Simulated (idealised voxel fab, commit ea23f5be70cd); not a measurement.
The following is a process module called voxel capacitor over wiring.
Xsec cut, 220 nm wide, square cell size 5 nm.
We lay out every cross-section as a grid of square cells and spell it out in bands from the top down, where one band means one or more rows of cells.
Heads up on the band format: heights come first, top then bottom, in nm. After that it's the materials left to right, each with its width in nm. A single material flagged "everywhere" fills the whole band edge to edge, and "empty" means there's empty space there.
Below 0: as-received wafer, all one material; heights counted from there. Lowest band: no bottom, goes on down, written "0..down".
The expression "30->40" gives the width at the extremes of the band, the first number at its top row of cells and the second at its bottom row, with the width changing by equal amounts from each row to the next in between.
Where the words "remained unchanged" appear for a step, the cross-section shows no cell changed by that step; every cell remained as before.
The entry "Enclosed voids" lists the empty spaces that cover at least 8 cells and have no open path to the top. Each is written as width x height at distance, where the distance is measured from the left edge and all three values are in nm.
Past the settings on a step's line: simulator remark, on that step.
overlay nm: where the mask lay relative to plan, measured to the right, on steps with a mask; negatives go left.
# These are the steps we planned for the process
1) RECEIVE with material Si
2) CONFORMAL_DEP with material SiO2, thk nm 10
3) CONFORMAL_DEP with material SiN, thk nm 5
4) DIRECTIONAL_DEP with material lowk, thk nm 15
5) PATTERN with tone open, mask id METAL_1, material resist, width nm 20, pitch nm 70, thk nm 15, overlay nm 0
6) DIRECTIONAL_ETCH with etch materials lowk, depth nm 15
7) DIRECTIONAL_ETCH with etch materials SiN, depth nm 5
8) STRIP with etch materials resist
9) CONFORMAL_DEP with material TiN, thk nm 5
10) FILL_DEP with material Cu, thk nm 10
11) CMP with height nm 30
12) CONFORMAL_DEP with material SiCN, thk nm 5
13) DIRECTIONAL_DEP with material lowk, thk nm 20
14) DIRECTIONAL_DEP with material aC, thk nm 10
15) PATTERN with tone open, mask id PLUG_1, material resist, width nm 15, thk nm 30, overlay nm 0
16) DIRECTIONAL_ETCH with etch materials aC, depth nm 10
17) STRIP with etch materials resist
18) DIRECTIONAL_ETCH with etch materials lowk, depth nm 20
19) DIRECTIONAL_ETCH with etch materials SiCN, depth nm 5
20) STRIP with etch materials aC
21) EPI with material Ru, thk nm 10
22) EPI with material Ru, thk nm 10
23) EPI with material Ru, thk nm 5
24) DIRECTIONAL_DEP with material TiN, thk nm 10
25) DIRECTIONAL_DEP with material SiN, thk nm 5
26) DIRECTIONAL_DEP with material TiN, thk nm 10
27) PATTERN with tone cover, mask id UPPER_PLATE, material resist, width nm 55, thk nm 15, overlay nm 0
28) DIRECTIONAL_ETCH with etch materials TiN, depth nm 10
29) DIRECTIONAL_ETCH with etch materials SiN, depth nm 5
30) STRIP with etch materials resist
31) MASKED_ETCH with tone cover, mask id LOWER_PLATE, width nm 65, etch materials TiN, depth nm 10, overlay nm 0
32) FILL_DEP with material SiO2, thk nm 15
33) CMP with height nm 90
34) DIRECTIONAL_DEP with material aC, thk nm 15
35) PATTERN with tone open, mask id PLUG_2, material resist, width nm 15, thk nm 30, overlay nm 0
36) DIRECTIONAL_ETCH with etch materials aC, depth nm 15
37) STRIP with etch materials resist
38) DIRECTIONAL_ETCH with etch materials SiO2, depth nm 10
39) STRIP with etch materials aC
40) CONFORMAL_DEP with material TiN, thk nm 5
41) FILL_DEP with material Cu, thk nm 5
42) CMP with height nm 90
43) CONFORMAL_DEP with material SiCN, thk nm 5
# The cross-section here shows the wafer as received, i.e. in its state after step 1
  0..down  Si everywhere
  Enclosed voids: none
# Wafer cross-section at module end: first of two, run to plan
  95..90  SiCN everywhere
  90..85  SiO2: 80  TiN: 5  Cu: 5  TiN: 5  SiO2: 125
  85..80  SiO2: 80  TiN: 15  SiO2: 125
  80..70  SiO2: 70  TiN: 55  SiO2: 95
  70..65  SiO2: 70  SiN: 55  SiO2: 95
  65..55  SiO2: 65  TiN: 65  SiO2: 90
  55..35  lowk: 70  Ru: 15  lowk: 135
  35..30  SiCN: 70  Ru: 15  SiCN: 135
  30..15  lowk: 65  TiN: 5  Cu: 10  TiN: 5  lowk: 50  TiN: 5  Cu: 10  TiN: 5  lowk: 65
  15..10  SiN: 65  TiN: 20  SiN: 50  TiN: 20  SiN: 65
  10..0  SiO2 everywhere
  0..down  Si everywhere
  Enclosed voids: none
# Here is the second of the two wafers cut open at the end of the module - same start, same plan as the first one, but we made one mistake running it
  95..90  SiCN everywhere
  90..85  SiO2: 80  TiN: 5  Cu: 5  TiN: 5  SiO2: 125
  85..80  SiO2: 80  TiN: 15  SiO2: 125
  80..70  SiO2: 70  TiN: 60  SiO2: 90
  70..65  SiO2: 70  SiN: 60  SiO2: 90
  65..55  SiO2: 65  TiN: 65  SiO2: 90
  55..35  lowk: 70  Ru: 15  lowk: 135
  35..30  SiCN: 70  Ru: 15  SiCN: 135
  30..15  lowk: 65  TiN: 5  Cu: 10  TiN: 5  lowk: 50  TiN: 5  Cu: 10  TiN: 5  lowk: 65
  15..10  SiN: 65  TiN: 20  SiN: 50  TiN: 20  SiN: 65
  10..0  SiO2 everywhere
  0..down  Si everywhere
  Enclosed voids: none
Diagnosis: step 27 was run on a setting that differed from the plan, and what really ran there is PATTERN with tone cover, mask id UPPER_PLATE, material resist, width nm 60, thk nm 15, overlay nm 0
FYI, end of process, the second wafer has more or fewer cells of some materials than the first: 1 more of SiN, 3 fewer of SiO2, 2 more of TiN
